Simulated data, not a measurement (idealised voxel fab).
Herein follows the process module entitled voxel spacer lines.
cross-section cut | 210 nm wide | cells 5 nm
Think of the cross-section as a grid of square cells. We describe it in bands, top to bottom, and each band covers one or more rows of those cells.
Band: top height; bottom height; in nm. Then, left to right: material with width in nm, for each material. "all across": a single material spanning edge to edge. "empty": empty space.
The reference from which all heights are counted is 0, the level beneath which the as-received wafer is entirely one material; the lowest band, having no lower bound, proceeds downward and is written after the example "from 0 down".
Width spec "30..40" -> top row of cells at first value, bottom row at second value, equal per-row change in between.
Take "nothing was modified" at face value: in the step it is given for, the cross-section changed in none of its cells.
"Trapped cavities" - sealed voids, min. 8 cells, no opening to top; format: width x height at distance (distance from left edge; nm throughout).
On a step's line, text after the settings is the simulator commenting on that step.
A step's line can hold "overlay nm"; with a mask on that step, the setting says how far right of the planned place the mask lay, while a negative setting says it lay to the left.
**Process steps foreseen in the plan**
| 1 | RECEIVE, material Si |
| 2 | CONFORMAL_DEP, material Al2O3, thk nm 5 |
| 3 | DIRECTIONAL_DEP, material polySi, thk nm 20 |
| 4 | DIRECTIONAL_DEP, material aC, thk nm 30 |
| 5 | PATTERN, tone cover, mask id MANDREL, material resist, width nm 25, pitch nm 70, thk nm 40, overlay nm 0 |
| 6 | DIRECTIONAL_ETCH, etch materials aC, depth nm 30 |
| 7 | STRIP, etch materials resist |
| 8 | CONFORMAL_DEP, material SiN, thk nm 10 |
| 9 | DIRECTIONAL_ETCH, etch materials SiN, depth nm 10 |
| 10 | STRIP, etch materials aC |
| 11 | DIRECTIONAL_ETCH, etch materials polySi, depth nm 20 |
| 12 | STRIP, etch materials SiN |
| 13 | FILL_DEP, material SiO2, thk nm 5 |
| 14 | CMP, height nm 25 |
**The first of the two wafers, which ran as planned**
**Wafer as received: cross-section following step 1**
from 0 down | Si all across
Trapped cavities: none
**The wafer, seen in cross-section, after step 2**
from 5 to 0 | Al2O3 all across
Under the height 0 nothing was changed.
**The wafer, seen in cross-section, after step 3**
from 25 to 5 | polySi all across
Under the height 5 nothing was changed.
**The wafer, seen in cross-section, after step 4**
from 55 to 25 | aC all across
Under the height 25 nothing was changed.
**The wafer, seen in cross-section, after step 5**
from 95 to 55 | empty=55  resist=25  empty=45  resist=25  empty=60
Under the height 55 nothing was changed.
**The wafer, seen in cross-section, after step 6**
from 65 to 55 | empty=55  resist=25  empty=45  resist=25  empty=60
from 55 to 25 | empty=55  aC=25  empty=45  aC=25  empty=60
Under the height 25 nothing was changed.
**The wafer, seen in cross-section, after step 7**
from 55 to 25 | empty=55  aC=25  empty=45  aC=25  empty=60
Under the height 25 nothing was changed.
**The wafer, seen in cross-section, after step 8**
from 65 to 55 | empty=45  SiN=45  empty=25  SiN=45  empty=50
from 55 to 35 | empty=45  SiN=10  aC=25  SiN=10  empty=25  SiN=10  aC=25  SiN=10  empty=50
from 35 to 25 | SiN=55  aC=25  SiN=45  aC=25  SiN=60
Under the height 25 nothing was changed.
**The wafer, seen in cross-section, after step 9**
from 55 to 25 | empty=45  SiN=10  aC=25  SiN=10  empty=25  SiN=10  aC=25  SiN=10  empty=50
Under the height 25 nothing was changed.
**The wafer, seen in cross-section, after step 10**
from 55 to 25 | empty=45  SiN=10  empty=25  SiN=10  empty=25  SiN=10  empty=25  SiN=10  empty=50
Under the height 25 nothing was changed.
**The wafer, seen in cross-section, after step 11**
from 55 to 25 | empty=45  SiN=10  empty=25  SiN=10  empty=25  SiN=10  empty=25  SiN=10  empty=50
from 25 to 5 | empty=45  polySi=10  empty=25  polySi=10  empty=25  polySi=10  empty=25  polySi=10  empty=50
Under the height 5 nothing was changed.
**The wafer, seen in cross-section, after step 12**
from 25 to 5 | empty=45  polySi=10  empty=25  polySi=10  empty=25  polySi=10  empty=25  polySi=10  empty=50
Under the height 5 nothing was changed.
**The wafer, seen in cross-section, after step 13**
from 30 to 25 | SiO2 all across
from 25 to 5 | SiO2=45  polySi=10  SiO2=25  polySi=10  SiO2=25  polySi=10  SiO2=25  polySi=10  SiO2=50
Under the height 5 nothing was changed.
**The wafer, seen in cross-section, after step 14**
from 25 to 5 | SiO2=45  polySi=10  SiO2=25  polySi=10  SiO2=25  polySi=10  SiO2=25  polySi=10  SiO2=50
Under the height 5 nothing was changed.
**For the second wafer, take the first wafer's start and plan, then add one mistake made in running it; everything through step 1, that step included, is shared with the first**
**Cross-section: second wafer, time at which step 2 was scheduled to end**
from 5 to 0 | polySi all across
Under the height 0 nothing was changed.
**Cross-section: second wafer, time at which step 3 was scheduled to end**
from 25 to 0 | polySi all across
Under the height 0 nothing was changed.
**Cross-section: second wafer, time at which step 4 was scheduled to end**
from 55 to 25 | aC all across
Under the height 25 nothing was changed.
**Cross-section: second wafer, time at which step 5 was scheduled to end**
from 95 to 55 | empty=55  resist=25  empty=45  resist=25  empty=60
Under the height 55 nothing was changed.
**Cross-section: second wafer, time at which step 6 was scheduled to end**
from 65 to 55 | empty=55  resist=25  empty=45  resist=25  empty=60
from 55 to 25 | empty=55  aC=25  empty=45  aC=25  empty=60
Under the height 25 nothing was changed.
**Cross-section: second wafer, time at which step 7 was scheduled to end**
from 55 to 25 | empty=55  aC=25  empty=45  aC=25  empty=60
Under the height 25 nothing was changed.
**Cross-section: second wafer, time at which step 8 was scheduled to end**
from 65 to 55 | empty=45  SiN=45  empty=25  SiN=45  empty=50
from 55 to 35 | empty=45  SiN=10  aC=25  SiN=10  empty=25  SiN=10  aC=25  SiN=10  empty=50
from 35 to 25 | SiN=55  aC=25  SiN=45  aC=25  SiN=60
Under the height 25 nothing was changed.
**Cross-section: second wafer, time at which step 9 was scheduled to end**
from 55 to 25 | empty=45  SiN=10  aC=25  SiN=10  empty=25  SiN=10  aC=25  SiN=10  empty=50
Under the height 25 nothing was changed.
**Cross-section: second wafer, time at which step 10 was scheduled to end**
from 55 to 25 | empty=45  SiN=10  empty=25  SiN=10  empty=25  SiN=10  empty=25  SiN=10  empty=50
Under the height 25 nothing was changed.
**Cross-section: second wafer, time at which step 11 was scheduled to end**
from 55 to 25 | empty=45  SiN=10  empty=25  SiN=10  empty=25  SiN=10  empty=25  SiN=10  empty=50
from 25 to 5 | empty=45  polySi=10  empty=25  polySi=10  empty=25  polySi=10  empty=25  polySi=10  empty=50
Under the height 5 nothing was changed.
**Cross-section: second wafer, time at which step 12 was scheduled to end**
from 25 to 5 | empty=45  polySi=10  empty=25  polySi=10  empty=25  polySi=10  empty=25  polySi=10  empty=50
Under the height 5 nothing was changed.
**Cross-section: second wafer, time at which step 13 was scheduled to end**
from 30 to 25 | SiO2 all across
from 25 to 5 | SiO2=45  polySi=10  SiO2=25  polySi=10  SiO2=25  polySi=10  SiO2=25  polySi=10  SiO2=50
Under the height 5 nothing was changed.
**Cross-section: second wafer, time at which step 14 was scheduled to end**
from 25 to 5 | SiO2=45  polySi=10  SiO2=25  polySi=10  SiO2=25  polySi=10  SiO2=25  polySi=10  SiO2=50
Under the height 5 nothing was changed.
Which mistake was made when the wafer was run? step 2 did not happen as planned, as run it was CONFORMAL_DEP, material polySi, thk nm 5
The second wafer ends with more or fewer cells of some materials than the first, per final count: -42 Al2O3 | +42 polySi
